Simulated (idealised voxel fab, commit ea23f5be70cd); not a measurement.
Proc. module: voxel transistor to metal
Section shown: cut. Width: 210 nm. Cell size: 5 nm, square.
This document writes a cross-section as a grid whose cells are square, and gives it as bands, listed from the top down; one or more rows of cells form a band.
For a band, the entry starts with two heights in nm, that of the top and then that of the bottom, and carries on with the band's materials in order from left to right, each alongside its width in nm; the word "throughout" beside a single material means it fills the band edge to edge, and "blank" means empty space.
Height 0 is the level under which the wafer as received is all one material. The lowest band goes on downwards, as in "0 down".
Width "30..40": first value at the band's top row of cells, second value at its bottom row, equal change from row to row.
"nothing altered" means the step left every cell of the cross-section as it was.
Entry "Voids lacking openings". Content: empty spaces with no open connection to the top, size 8 cells or greater. Each: width x height at distance. Distance: from left edge. Unit: nm.
What comes after the settings on a step's line is commentary from the simulator itself on that step.
overlay nm: where the mask lay relative to plan, measured to the right, on steps with a mask; negatives go left.
Reading key. Pairs: pre-step and post-step cross-section, one process step apart; post-step view only to lowest changed band. Step between + settings: beneath pair. Runs: pairs may be from different runs of this module, same starting wafer. Continuation from pair above: only where "State on entry" entry says.

STATE ON ENTRY
    20 to 15  65 nm blank / 5 nm SiN / 45 nm blank / 5 nm SiN / 90 nm blank
    15 to 5  65 nm SiO2 / 5 nm SiN / 45 nm blank / 5 nm SiN / 90 nm SiO2
    5 to 0  35 nm SiO2 / 5 nm SiN / 25 nm SiO2 / 5 nm SiN / 45 nm blank / 5 nm SiN / 45 nm SiO2 / 5 nm SiN / 40 nm SiO2
    0 to -5  40 nm SiO2 / 25 nm pSi / 5 nm SiO2 / 45 nm blank / 5 nm SiO2 / 45 nm pSi / 45 nm SiO2
    -5 to -30  40 nm SiO2 / 125 nm Si / 45 nm SiO2
    -30 down  Si throughout
    Voids lacking openings: none

STEP OUTCOME
    25 to 20  60 nm blank / 15 nm HfO2 / 35 nm blank / 15 nm HfO2 / 85 nm blank
    20 to 15  65 nm HfO2 / 5 nm SiN / 5 nm HfO2 / 35 nm blank / 5 nm HfO2 / 5 nm SiN / 90 nm HfO2
    15 to 5  65 nm SiO2 / 5 nm SiN / 5 nm HfO2 / 35 nm blank / 5 nm HfO2 / 5 nm SiN / 90 nm SiO2
    5 to 0  35 nm SiO2 / 5 nm SiN / 25 nm SiO2 / 5 nm SiN / 5 nm HfO2 / 35 nm blank / 5 nm HfO2 / 5 nm SiN / 45 nm SiO2 / 5 nm SiN / 40 nm SiO2
    0 to -5  40 nm SiO2 / 25 nm pSi / 5 nm SiO2 / 45 nm HfO2 / 5 nm SiO2 / 45 nm pSi / 45 nm SiO2
    Below -5, the layers are the same as they were.
    Voids lacking openings: none
The step that takes the structure from the upper cross-section to the lower one is CONFORMAL_DEP: material HfO2, thk nm 5

State on entry: as in the pair right above, post-step view.

STEP OUTCOME
    30 to 25  55 nm blank / 25 nm TiN / 25 nm blank / 25 nm TiN / 80 nm blank
    25 to 20  60 nm TiN / 15 nm HfO2 / 5 nm TiN / 25 nm blank / 5 nm TiN / 15 nm HfO2 / 85 nm TiN
    20 to 15  65 nm HfO2 / 5 nm SiN / 5 nm HfO2 / 5 nm TiN / 25 nm blank / 5 nm TiN / 5 nm HfO2 / 5 nm SiN / 90 nm HfO2
    15 to 5  65 nm SiO2 / 5 nm SiN / 5 nm HfO2 / 5 nm TiN / 25 nm blank / 5 nm TiN / 5 nm HfO2 / 5 nm SiN / 90 nm SiO2
    5 to 0  35 nm SiO2 / 5 nm SiN / 25 nm SiO2 / 5 nm SiN / 5 nm HfO2 / 35 nm TiN / 5 nm HfO2 / 5 nm SiN / 45 nm SiO2 / 5 nm SiN / 40 nm SiO2
    Below 0, the layers are the same as they were.
    Voids lacking openings: none
The step that takes the structure from the upper cross-section to the lower one is CONFORMAL_DEP: material TiN, thk nm 5

State on entry: as in the pair right above, post-step view.

STEP OUTCOME
    40 to 30  W throughout
    30 to 25  55 nm W / 25 nm TiN / 25 nm W / 25 nm TiN / 80 nm W
    25 to 20  60 nm TiN / 15 nm HfO2 / 5 nm TiN / 25 nm W / 5 nm TiN / 15 nm HfO2 / 85 nm TiN
    20 to 15  65 nm HfO2 / 5 nm SiN / 5 nm HfO2 / 5 nm TiN / 25 nm W / 5 nm TiN / 5 nm HfO2 / 5 nm SiN / 90 nm HfO2
    15 to 5  65 nm SiO2 / 5 nm SiN / 5 nm HfO2 / 5 nm TiN / 25 nm W / 5 nm TiN / 5 nm HfO2 / 5 nm SiN / 90 nm SiO2
    Below 5, the layers are the same as they were.
    Voids lacking openings: none
The step that takes the structure from the upper cross-section to the lower one is FILL_DEP: material W, thk nm 10

State on entry: as in the pair right above, post-step view.

STEP OUTCOME
    15 to 5  65 nm SiO2 / 5 nm SiN / 5 nm HfO2 / 5 nm TiN / 25 nm W / 5 nm TiN / 5 nm HfO2 / 5 nm SiN / 90 nm SiO2
    Below 5, the layers are the same as they were.
    Voids lacking openings: none
The step that takes the structure from the upper cross-section to the lower one is CMP: height nm 15

State on entry: as in the pair right above, post-step view.

STEP OUTCOME
    30 to 15  SiO2 throughout
    Below 15, the layers are the same as they were.
    Voids lacking openings: none
The step that takes the structure from the upper cross-section to the lower one is DIRECTIONAL_DEP: material SiO2, thk nm 15

State on entry: as in the pair right above, post-step view.

STEP OUTCOME
    30 to 15  45 nm SiO2 / 20 nm blank / 75 nm SiO2 / 20 nm blank / 50 nm SiO2
    15 to 5  45 nm SiO2 / 20 nm blank / 5 nm SiN / 5 nm HfO2 / 5 nm TiN / 25 nm W / 5 nm TiN / 5 nm HfO2 / 5 nm SiN / 20 nm SiO2 / 20 nm blank / 50 nm SiO2
    5 to 0  35 nm SiO2 / 5 nm SiN / 5 nm SiO2 / 20 nm blank / 5 nm SiN / 5 nm HfO2 / 35 nm TiN / 5 nm HfO2 / 5 nm SiN / 20 nm SiO2 / 20 nm blank / 5 nm SiO2 / 5 nm SiN / 40 nm SiO2
    Below 0, the layers are the same as they were.
    Voids lacking openings: none
The step that takes the structure from the upper cross-section to the lower one is MASKED_ETCH: tone open, mask id CONTACT, width nm 20, pitch nm 95, etch materials SiO2, depth nm 30, overlay nm 0

State on entry: as in the pair right above, post-step view.

STEP OUTCOME
    35 to 30  50 nm TiN / 10 nm blank / 85 nm TiN / 10 nm blank / 55 nm TiN
    30 to 15  45 nm SiO2 / 5 nm TiN / 10 nm blank / 5 nm TiN / 75 nm SiO2 / 5 nm TiN / 10 nm blank / 5 nm TiN / 50 nm SiO2
    15 to 5  45 nm SiO2 / 5 nm TiN / 10 nm blank / 5 nm TiN / 5 nm SiN / 5 nm HfO2 / 5 nm TiN / 25 nm W / 5 nm TiN / 5 nm HfO2 / 5 nm SiN / 20 nm SiO2 / 5 nm TiN / 10 nm blank / 5 nm TiN / 50 nm SiO2
    5 to 0  35 nm SiO2 / 5 nm SiN / 5 nm SiO2 / 20 nm TiN / 5 nm SiN / 5 nm HfO2 / 35 nm TiN / 5 nm HfO2 / 5 nm SiN / 20 nm SiO2 / 20 nm TiN / 5 nm SiO2 / 5 nm SiN / 40 nm SiO2
    Below 0, the layers are the same as they were.
    Voids lacking openings: none
The step that takes the structure from the upper cross-section to the lower one is CONFORMAL_DEP: material TiN, thk nm 5

State on entry: as in the pair right above, post-step view.

STEP OUTCOME
    45 to 35  W throughout
    35 to 30  50 nm TiN / 10 nm W / 85 nm TiN / 10 nm W / 55 nm TiN
    30 to 15  45 nm SiO2 / 5 nm TiN / 10 nm W / 5 nm TiN / 75 nm SiO2 / 5 nm TiN / 10 nm W / 5 nm TiN / 50 nm SiO2
    15 to 5  45 nm SiO2 / 5 nm TiN / 10 nm W / 5 nm TiN / 5 nm SiN / 5 nm HfO2 / 5 nm TiN / 25 nm W / 5 nm TiN / 5 nm HfO2 / 5 nm SiN / 20 nm SiO2 / 5 nm TiN / 10 nm W / 5 nm TiN / 50 nm SiO2
    Below 5, the layers are the same as they were.
    Voids lacking openings: none
The step that takes the structure from the upper cross-section to the lower one is FILL_DEP: material W, thk nm 10

State on entry: as in the pair right above, post-step view.

STEP OUTCOME
    30 to 15  45 nm SiO2 / 5 nm TiN / 10 nm W / 5 nm TiN / 75 nm SiO2 / 5 nm TiN / 10 nm W / 5 nm TiN / 50 nm SiO2
    Below 15, the layers are the same as they were.
    Voids lacking openings: none
The step that takes the structure from the upper cross-section to the lower one is CMP: height nm 30

State on entry: as in the pair right above, post-step view.

STEP OUTCOME
    35 to 30  SiN throughout
    Below 30, the layers are the same as they were.
    Voids lacking openings: none
The step that takes the structure from the upper cross-section to the lower one is CONFORMAL_DEP: material SiN, thk nm 5

State on entry: as in the pair right above, post-step view.

STEP OUTCOME
    50 to 35  SiO2 throughout
    Below 35, the layers are the same as they were.
    Voids lacking openings: none
The step that takes the structure from the upper cross-section to the lower one is DIRECTIONAL_DEP: material SiO2, thk nm 15

State on entry: as in the pair right above, post-step view.

STEP OUTCOME
    70 to 50  45 nm resist / 20 nm blank / 75 nm resist / 20 nm blank / 50 nm resist
    Below 50, the layers are the same as they were.
    Voids lacking openings: none
The step that takes the structure from the upper cross-section to the lower one is PATTERN: tone open, mask id METAL_1, material resist, width nm 20, pitch nm 95, thk nm 20, overlay nm 0

State on entry: as in the pair right above, post-step view.

STEP OUTCOME
    70 to 50  45 nm resist / 20 nm blank / 75 nm resist / 20 nm blank / 50 nm resist
    50 to 35  45 nm SiO2 / 20 nm blank / 75 nm SiO2 / 20 nm blank / 50 nm SiO2
    Below 35, the layers are the same as they were.
    Voids lacking openings: none
The step that takes the structure from the upper cross-section to the lower one is DIRECTIONAL_ETCH: etch materials SiO2, depth nm 15

State on entry: as in the pair right above, post-step view.

STEP OUTCOME
    70 to 50  45 nm resist / 20 nm blank / 75 nm resist / 20 nm blank / 50 nm resist
    50 to 35  45 nm SiO2 / 20 nm blank / 75 nm SiO2 / 20 nm blank / 50 nm SiO2
    35 to 30  45 nm SiN / 20 nm blank / 75 nm SiN / 20 nm blank / 50 nm SiN
    Below 30, the layers are the same as they were.
    Voids lacking openings: none
The step that takes the structure from the upper cross-section to the lower one is DIRECTIONAL_ETCH: etch materials SiN, depth nm 5

State on entry: as in the pair right above, post-step view.

STEP OUTCOME
    50 to 35  45 nm SiO2 / 20 nm blank / 75 nm SiO2 / 20 nm blank / 50 nm SiO2
    Below 35, the layers are the same as they were.
    Voids lacking openings: none
The step that takes the structure from the upper cross-section to the lower one is STRIP: etch materials resist

State on entry: as in the pair right above, post-step view.

STEP OUTCOME
    55 to 50  50 nm TiN / 10 nm blank / 85 nm TiN / 10 nm blank / 55 nm TiN
    50 to 35  45 nm SiO2 / 5 nm TiN / 10 nm blank / 5 nm TiN / 75 nm SiO2 / 5 nm TiN / 10 nm blank / 5 nm TiN / 50 nm SiO2
    35 to 30  45 nm SiN / 20 nm TiN / 75 nm SiN / 20 nm TiN / 50 nm SiN
    Below 30, the layers are the same as they were.
    Voids lacking openings: none
The step that takes the structure from the upper cross-section to the lower one is CONFORMAL_DEP: material TiN, thk nm 5

State on entry: as in the pair right above, post-step view.

STEP OUTCOME
    65 to 55  Cu throughout
    55 to 50  50 nm TiN / 10 nm Cu / 85 nm TiN / 10 nm Cu / 55 nm TiN
    50 to 35  45 nm SiO2 / 5 nm TiN / 10 nm Cu / 5 nm TiN / 75 nm SiO2 / 5 nm TiN / 10 nm Cu / 5 nm TiN / 50 nm SiO2
    Below 35, the layers are the same as they were.
    Voids lacking openings: none
The step that takes the structure from the upper cross-section to the lower one is FILL_DEP: material Cu, thk nm 10

State on entry: as in the pair right above, post-step view.

STEP OUTCOME
    50 to 35  45 nm SiO2 / 5 nm TiN / 10 nm Cu / 5 nm TiN / 75 nm SiO2 / 5 nm TiN / 10 nm Cu / 5 nm TiN / 50 nm SiO2
    Below 35, the layers are the same as they were.
    Voids lacking openings: none
The step that takes the structure from the upper cross-section to the lower one is CMP: height nm 50

State on entry: as in the pair right above, post-step view.

STEP OUTCOME
    55 to 50  40 nm blank / 30 nm Ru / 65 nm blank / 30 nm Ru / 45 nm blank
    Below 50, the layers are the same as they were.
    Voids lacking openings: none
The step that takes the structure from the upper cross-section to the lower one is EPI: material Ru, thk nm 5

State on entry: as in the pair right above, post-step view.

STEP OUTCOME
    60 to 55  SiCN throughout
    55 to 50  40 nm SiCN / 30 nm Ru / 65 nm SiCN / 30 nm Ru / 45 nm SiCN
    Below 50, the layers are the same as they were.
    Voids lacking openings: none
The step that takes the structure from the upper cross-section to the lower one is FILL_DEP: material SiCN, thk nm 5

STATE ON ENTRY
    20 to 15  75 nm blank / 5 nm SiN / 45 nm blank / 5 nm SiN / 80 nm blank
    15 to 5  75 nm SiO2 / 5 nm SiN / 45 nm blank / 5 nm SiN / 80 nm SiO2
    5 to 0  35 nm SiO2 / 5 nm SiN / 35 nm SiO2 / 5 nm SiN / 45 nm blank / 5 nm SiN / 35 nm SiO2 / 5 nm SiN / 40 nm SiO2
    0 to -5  40 nm SiO2 / 35 nm pSi / 5 nm SiO2 / 45 nm blank / 5 nm SiO2 / 35 nm pSi / 45 nm SiO2
    -5 to -30  40 nm SiO2 / 125 nm Si / 45 nm SiO2
    -30 down  Si throughout
    Voids lacking openings: none

STEP OUTCOME
    25 to 20  70 nm blank / 15 nm SiN / 35 nm blank / 15 nm SiN / 75 nm blank
    20 to 15  85 nm SiN / 35 nm blank / 90 nm SiN
    15 to 5  75 nm SiO2 / 10 nm SiN / 35 nm blank / 10 nm SiN / 80 nm SiO2
    5 to 0  35 nm SiO2 / 5 nm SiN / 35 nm SiO2 / 10 nm SiN / 35 nm blank / 10 nm SiN / 35 nm SiO2 / 5 nm SiN / 40 nm SiO2
    0 to -5  40 nm SiO2 / 35 nm pSi / 5 nm SiO2 / 45 nm SiN / 5 nm SiO2 / 35 nm pSi / 45 nm SiO2
    Below -5, the layers are the same as they were.
    Voids lacking openings: none
The step that takes the structure from the upper cross-section to the lower one is CONFORMAL_DEP: material SiN, thk nm 5

State on entry: as in the pair right above, post-step view.

STEP OUTCOME
    30 to 25  65 nm blank / 25 nm TiN / 25 nm blank / 25 nm TiN / 70 nm blank
    25 to 20  70 nm TiN / 15 nm SiN / 5 nm TiN / 25 nm blank / 5 nm TiN / 15 nm SiN / 75 nm TiN
    20 to 15  85 nm SiN / 5 nm TiN / 25 nm blank / 5 nm TiN / 90 nm SiN
    15 to 5  75 nm SiO2 / 10 nm SiN / 5 nm TiN / 25 nm blank / 5 nm TiN / 10 nm SiN / 80 nm SiO2
    5 to 0  35 nm SiO2 / 5 nm SiN / 35 nm SiO2 / 10 nm SiN / 35 nm TiN / 10 nm SiN / 35 nm SiO2 / 5 nm SiN / 40 nm SiO2
    Below 0, the layers are the same as they were.
    Voids lacking openings: none
The step that takes the structure from the upper cross-section to the lower one is CONFORMAL_DEP: material TiN, thk nm 5

State on entry: as in the pair right above, post-step view.

STEP OUTCOME
    40 to 30  W throughout
    30 to 25  65 nm W / 25 nm TiN / 25 nm W / 25 nm TiN / 70 nm W
    25 to 20  70 nm TiN / 15 nm SiN / 5 nm TiN / 25 nm W / 5 nm TiN / 15 nm SiN / 75 nm TiN
    20 to 15  85 nm SiN / 5 nm TiN / 25 nm W / 5 nm TiN / 90 nm SiN
    15 to 5  75 nm SiO2 / 10 nm SiN / 5 nm TiN / 25 nm W / 5 nm TiN / 10 nm SiN / 80 nm SiO2
    Below 5, the layers are the same as they were.
    Voids lacking openings: none
The step that takes the structure from the upper cross-section to the lower one is FILL_DEP: material W, thk nm 10

State on entry: as in the pair right above, post-step view.

STEP OUTCOME
    15 to 5  75 nm SiO2 / 10 nm SiN / 5 nm TiN / 25 nm W / 5 nm TiN / 10 nm SiN / 80 nm SiO2
    Below 5, the layers are the same as they were.
    Voids lacking openings: none
The step that takes the structure from the upper cross-section to the lower one is CMP: height nm 15

State on entry: as in the pair right above, post-step view.

STEP OUTCOME
    30 to 15  SiO2 throughout
    Below 15, the layers are the same as they were.
    Voids lacking openings: none
The step that takes the structure from the upper cross-section to the lower one is DIRECTIONAL_DEP: material SiO2, thk nm 15

State on entry: as in the pair right above, post-step view.

STEP OUTCOME
    30 to 15  45 nm SiO2 / 20 nm blank / 75 nm SiO2 / 20 nm blank / 50 nm SiO2
    15 to 5  45 nm SiO2 / 20 nm blank / 10 nm SiO2 / 10 nm SiN / 5 nm TiN / 25 nm W / 5 nm TiN / 10 nm SiN / 10 nm SiO2 / 20 nm blank / 50 nm SiO2
    5 to 0  35 nm SiO2 / 5 nm SiN / 5 nm SiO2 / 20 nm blank / 10 nm SiO2 / 10 nm SiN / 35 nm TiN / 10 nm SiN / 10 nm SiO2 / 20 nm blank / 5 nm SiO2 / 5 nm SiN / 40 nm SiO2
    Below 0, the layers are the same as they were.
    Voids lacking openings: none
The step that takes the structure from the upper cross-section to the lower one is MASKED_ETCH: tone open, mask id CONTACT, width nm 20, pitch nm 95, etch materials SiO2, depth nm 30, overlay nm 0

State on entry: as in the pair right above, post-step view.

STEP OUTCOME
    35 to 30  50 nm TiN / 10 nm blank / 85 nm TiN / 10 nm blank / 55 nm TiN
    30 to 15  45 nm SiO2 / 5 nm TiN / 10 nm blank / 5 nm TiN / 75 nm SiO2 / 5 nm TiN / 10 nm blank / 5 nm TiN / 50 nm SiO2
    15 to 5  45 nm SiO2 / 5 nm TiN / 10 nm blank / 5 nm TiN / 10 nm SiO2 / 10 nm SiN / 5 nm TiN / 25 nm W / 5 nm TiN / 10 nm SiN / 10 nm SiO2 / 5 nm TiN / 10 nm blank / 5 nm TiN / 50 nm SiO2
    5 to 0  35 nm SiO2 / 5 nm SiN / 5 nm SiO2 / 20 nm TiN / 10 nm SiO2 / 10 nm SiN / 35 nm TiN / 10 nm SiN / 10 nm SiO2 / 20 nm TiN / 5 nm SiO2 / 5 nm SiN / 40 nm SiO2
    Below 0, the layers are the same as they were.
    Voids lacking openings: none
The step that takes the structure from the upper cross-section to the lower one is CONFORMAL_DEP: material TiN, thk nm 5

State on entry: as in the pair right above, post-step view.

STEP OUTCOME
    45 to 35  W throughout
    35 to 30  50 nm TiN / 10 nm W / 85 nm TiN / 10 nm W / 55 nm TiN
    30 to 15  45 nm SiO2 / 5 nm TiN / 10 nm W / 5 nm TiN / 75 nm SiO2 / 5 nm TiN / 10 nm W / 5 nm TiN / 50 nm SiO2
    15 to 5  45 nm SiO2 / 5 nm TiN / 10 nm W / 5 nm TiN / 10 nm SiO2 / 10 nm SiN / 5 nm TiN / 25 nm W / 5 nm TiN / 10 nm SiN / 10 nm SiO2 / 5 nm TiN / 10 nm W / 5 nm TiN / 50 nm SiO2
    Below 5, the layers are the same as they were.
    Voids lacking openings: none
The step that takes the structure from the upper cross-section to the lower one is FILL_DEP: material W, thk nm 10

State on entry: as in the pair right above, post-step view.

STEP OUTCOME
    30 to 15  45 nm SiO2 / 5 nm TiN / 10 nm W / 5 nm TiN / 75 nm SiO2 / 5 nm TiN / 10 nm W / 5 nm TiN / 50 nm SiO2
    Below 15, the layers are the same as they were.
    Voids lacking openings: none
The step that takes the structure from the upper cross-section to the lower one is CMP: height nm 30

State on entry: as in the pair right above, post-step view.

STEP OUTCOME
    35 to 30  SiN throughout
    Below 30, the layers are the same as they were.
    Voids lacking openings: none
The step that takes the structure from the upper cross-section to the lower one is CONFORMAL_DEP: material SiN, thk nm 5

State on entry: as in the pair right above, post-step view.

STEP OUTCOME
    50 to 35  SiO2 throughout
    Below 35, the layers are the same as they were.
    Voids lacking openings: none
The step that takes the structure from the upper cross-section to the lower one is DIRECTIONAL_DEP: material SiO2, thk nm 15

State on entry: as in the pair right above, post-step view.

STEP OUTCOME
    70 to 50  45 nm resist / 20 nm blank / 75 nm resist / 20 nm blank / 50 nm resist
    Below 50, the layers are the same as they were.
    Voids lacking openings: none
The step that takes the structure from the upper cross-section to the lower one is PATTERN: tone open, mask id METAL_1, material resist, width nm 20, pitch nm 95, thk nm 20, overlay nm 0

State on entry: as in the pair right above, post-step view.

STEP OUTCOME
    70 to 50  45 nm resist / 20 nm blank / 75 nm resist / 20 nm blank / 50 nm resist
    50 to 35  45 nm SiO2 / 20 nm blank / 75 nm SiO2 / 20 nm blank / 50 nm SiO2
    Below 35, the layers are the same as they were.
    Voids lacking openings: none
The step that takes the structure from the upper cross-section to the lower one is DIRECTIONAL_ETCH: etch materials SiO2, depth nm 15

State on entry: as in the pair right above, post-step view.

STEP OUTCOME
    70 to 50  45 nm resist / 20 nm blank / 75 nm resist / 20 nm blank / 50 nm resist
    50 to 35  45 nm SiO2 / 20 nm blank / 75 nm SiO2 / 20 nm blank / 50 nm SiO2
    35 to 30  45 nm SiN / 20 nm blank / 75 nm SiN / 20 nm blank / 50 nm SiN
    Below 30, the layers are the same as they were.
    Voids lacking openings: none
The step that takes the structure from the upper cross-section to the lower one is DIRECTIONAL_ETCH: etch materials SiN, depth nm 5

State on entry: as in the pair right above, post-step view.

STEP OUTCOME
    50 to 35  45 nm SiO2 / 20 nm blank / 75 nm SiO2 / 20 nm blank / 50 nm SiO2
    Below 35, the layers are the same as they were.
    Voids lacking openings: none
The step that takes the structure from the upper cross-section to the lower one is STRIP: etch materials resist

State on entry: as in the pair right above, post-step view.

STEP OUTCOME
    55 to 50  50 nm TiN / 10 nm blank / 85 nm TiN / 10 nm blank / 55 nm TiN
    50 to 35  45 nm SiO2 / 5 nm TiN / 10 nm blank / 5 nm TiN / 75 nm SiO2 / 5 nm TiN / 10 nm blank / 5 nm TiN / 50 nm SiO2
    35 to 30  45 nm SiN / 20 nm TiN / 75 nm SiN / 20 nm TiN / 50 nm SiN
    Below 30, the layers are the same as they were.
    Voids lacking openings: none
The step that takes the structure from the upper cross-section to the lower one is CONFORMAL_DEP: material TiN, thk nm 5

State on entry: as in the pair right above, post-step view.

STEP OUTCOME
    65 to 55  Cu throughout
    55 to 50  50 nm TiN / 10 nm Cu / 85 nm TiN / 10 nm Cu / 55 nm TiN
    50 to 35  45 nm SiO2 / 5 nm TiN / 10 nm Cu / 5 nm TiN / 75 nm SiO2 / 5 nm TiN / 10 nm Cu / 5 nm TiN / 50 nm SiO2
    Below 35, the layers are the same as they were.
    Voids lacking openings: none
The step that takes the structure from the upper cross-section to the lower one is FILL_DEP: material Cu, thk nm 10

State on entry: as in the pair right above, post-step view.

STEP OUTCOME
    50 to 35  45 nm SiO2 / 5 nm TiN / 10 nm Cu / 5 nm TiN / 75 nm SiO2 / 5 nm TiN / 10 nm Cu / 5 nm TiN / 50 nm SiO2
    Below 35, the layers are the same as they were.
    Voids lacking openings: none
The step that takes the structure from the upper cross-section to the lower one is CMP: height nm 50

State on entry: as in the pair right above, post-step view.

STEP OUTCOME
    55 to 50  40 nm blank / 30 nm Ru / 65 nm blank / 30 nm Ru / 45 nm blank
    Below 50, the layers are the same as they were.
    Voids lacking openings: none
The step that takes the structure from the upper cross-section to the lower one is EPI: material Ru, thk nm 5

State on entry: as in the pair right above, post-step view.

STEP OUTCOME
    60 to 55  SiCN throughout
    55 to 50  40 nm SiCN / 30 nm Ru / 65 nm SiCN / 30 nm Ru / 45 nm SiCN
    Below 50, the layers are the same as they were.
    Voids lacking openings: none
The step that takes the structure from the upper cross-section to the lower one is FILL_DEP: material SiCN, thk nm 5

STATE ON ENTRY
    30 to 15  SiO2 throughout
    15 to 5  75 nm SiO2 / 5 nm SiN / 5 nm HfO2 / 5 nm TiN / 25 nm W / 5 nm TiN / 5 nm HfO2 / 5 nm SiN / 80 nm SiO2
    5 to 0  35 nm SiO2 / 5 nm SiN / 35 nm SiO2 / 5 nm SiN / 5 nm HfO2 / 35 nm TiN / 5 nm HfO2 / 5 nm SiN / 35 nm SiO2 / 5 nm SiN / 40 nm SiO2
    0 to -5  40 nm SiO2 / 35 nm pSi / 5 nm SiO2 / 45 nm HfO2 / 5 nm SiO2 / 35 nm pSi / 45 nm SiO2
    -5 to -30  40 nm SiO2 / 125 nm Si / 45 nm SiO2
    -30 down  Si throughout
    Voids lacking openings: none

STEP OUTCOME
    30 to 15  45 nm blank / 20 nm SiO2 / 75 nm blank / 20 nm SiO2 / 50 nm blank
    15 to 5  45 nm blank / 20 nm SiO2 / 10 nm blank / 5 nm SiN / 5 nm HfO2 / 5 nm TiN / 25 nm W / 5 nm TiN / 5 nm HfO2 / 5 nm SiN / 10 nm blank / 20 nm SiO2 / 50 nm blank
    5 to 0  35 nm blank / 5 nm SiN / 5 nm blank / 20 nm SiO2 / 10 nm blank / 5 nm SiN / 5 nm HfO2 / 35 nm TiN / 5 nm HfO2 / 5 nm SiN / 10 nm blank / 20 nm SiO2 / 5 nm blank / 5 nm SiN / 40 nm blank
    Below 0, the layers are the same as they were.
    Voids lacking openings: none
The step that takes the structure from the upper cross-section to the lower one is MASKED_ETCH: tone cover, mask id CONTACT, width nm 20, pitch nm 95, etch materials SiO2, depth nm 30, overlay nm 0

State on entry: as in the pair right above, post-step view.

STEP OUTCOME
    35 to 30  40 nm blank / 30 nm TiN / 65 nm blank / 30 nm TiN / 45 nm blank
    30 to 20  40 nm blank / 5 nm TiN / 20 nm SiO2 / 5 nm TiN / 65 nm blank / 5 nm TiN / 20 nm SiO2 / 5 nm TiN / 45 nm blank
    20 to 15  40 nm blank / 5 nm TiN / 20 nm SiO2 / 75 nm TiN / 20 nm SiO2 / 5 nm TiN / 45 nm blank
    15 to 5  40..30 nm blank / 5..15 nm TiN / 20 nm SiO2 / 10 nm TiN / 5 nm SiN / 5 nm HfO2 / 5 nm TiN / 25 nm W / 5 nm TiN / 5 nm HfO2 / 5 nm SiN / 10 nm TiN / 20 nm SiO2 / 5..15 nm TiN / 45..35 nm blank
    5 to 0  35 nm TiN / 5 nm SiN / 5 nm TiN / 20 nm SiO2 / 10 nm TiN / 5 nm SiN / 5 nm HfO2 / 35 nm TiN / 5 nm HfO2 / 5 nm SiN / 10 nm TiN / 20 nm SiO2 / 5 nm TiN / 5 nm SiN / 40 nm TiN
    Below 0, the layers are the same as they were.
    Voids lacking openings: none
The step that takes the structure from the upper cross-section to the lower one is CONFORMAL_DEP: material TiN, thk nm 5

State on entry: as in the pair right above, post-step view.

STEP OUTCOME
    45 to 35  W throughout
    35 to 30  40 nm W / 30 nm TiN / 65 nm W / 30 nm TiN / 45 nm W
    30 to 20  40 nm W / 5 nm TiN / 20 nm SiO2 / 5 nm TiN / 65 nm W / 5 nm TiN / 20 nm SiO2 / 5 nm TiN / 45 nm W
    20 to 15  40 nm W / 5 nm TiN / 20 nm SiO2 / 75 nm TiN / 20 nm SiO2 / 5 nm TiN / 45 nm W
    15 to 5  40..30 nm W / 5..15 nm TiN / 20 nm SiO2 / 10 nm TiN / 5 nm SiN / 5 nm HfO2 / 5 nm TiN / 25 nm W / 5 nm TiN / 5 nm HfO2 / 5 nm SiN / 10 nm TiN / 20 nm SiO2 / 5..15 nm TiN / 45..35 nm W
    Below 5, the layers are the same as they were.
    Voids lacking openings: none
The step that takes the structure from the upper cross-section to the lower one is FILL_DEP: material W, thk nm 10

State on entry: as in the pair right above, post-step view.

STEP OUTCOME
    30 to 20  40 nm W / 5 nm TiN / 20 nm SiO2 / 5 nm TiN / 65 nm W / 5 nm TiN / 20 nm SiO2 / 5 nm TiN / 45 nm W
    Below 20, the layers are the same as they were.
    Voids lacking openings: none
The step that takes the structure from the upper cross-section to the lower one is CMP: height nm 30

State on entry: as in the pair right above, post-step view.

STEP OUTCOME
    35 to 30  SiN throughout
    Below 30, the layers are the same as they were.
    Voids lacking openings: none
The step that takes the structure from the upper cross-section to the lower one is CONFORMAL_DEP: material SiN, thk nm 5

State on entry: as in the pair right above, post-step view.

STEP OUTCOME
    50 to 35  SiO2 throughout
    Below 35, the layers are the same as they were.
    Voids lacking openings: none
The step that takes the structure from the upper cross-section to the lower one is DIRECTIONAL_DEP: material SiO2, thk nm 15

State on entry: as in the pair right above, post-step view.

STEP OUTCOME
    70 to 50  45 nm resist / 20 nm blank / 75 nm resist / 20 nm blank / 50 nm resist
    Below 50, the layers are the same as they were.
    Voids lacking openings: none
The step that takes the structure from the upper cross-section to the lower one is PATTERN: tone open, mask id METAL_1, material resist, width nm 20, pitch nm 95, thk nm 20, overlay nm 0

State on entry: as in the pair right above, post-step view.

STEP OUTCOME
    70 to 50  45 nm resist / 20 nm blank / 75 nm resist / 20 nm blank / 50 nm resist
    50 to 35  45 nm SiO2 / 20 nm blank / 75 nm SiO2 / 20 nm blank / 50 nm SiO2
    Below 35, the layers are the same as they were.
    Voids lacking openings: none
The step that takes the structure from the upper cross-section to the lower one is DIRECTIONAL_ETCH: etch materials SiO2, depth nm 15

State on entry: as in the pair right above, post-step view.

STEP OUTCOME
    70 to 50  45 nm resist / 20 nm blank / 75 nm resist / 20 nm blank / 50 nm resist
    50 to 35  45 nm SiO2 / 20 nm blank / 75 nm SiO2 / 20 nm blank / 50 nm SiO2
    35 to 30  45 nm SiN / 20 nm blank / 75 nm SiN / 20 nm blank / 50 nm SiN
    Below 30, the layers are the same as they were.
    Voids lacking openings: none
The step that takes the structure from the upper cross-section to the lower one is DIRECTIONAL_ETCH: etch materials SiN, depth nm 5

State on entry: as in the pair right above, post-step view.

STEP OUTCOME
    50 to 35  45 nm SiO2 / 20 nm blank / 75 nm SiO2 / 20 nm blank / 50 nm SiO2
    Below 35, the layers are the same as they were.
    Voids lacking openings: none
The step that takes the structure from the upper cross-section to the lower one is STRIP: etch materials resist

State on entry: as in the pair right above, post-step view.

STEP OUTCOME
    55 to 50  50 nm TiN / 10 nm blank / 85 nm TiN / 10 nm blank / 55 nm TiN
    50 to 35  45 nm SiO2 / 5 nm TiN / 10 nm blank / 5 nm TiN / 75 nm SiO2 / 5 nm TiN / 10 nm blank / 5 nm TiN / 50 nm SiO2
    35 to 30  45 nm SiN / 20 nm TiN / 75 nm SiN / 20 nm TiN / 50 nm SiN
    Below 30, the layers are the same as they were.
    Voids lacking openings: none
The step that takes the structure from the upper cross-section to the lower one is CONFORMAL_DEP: material TiN, thk nm 5
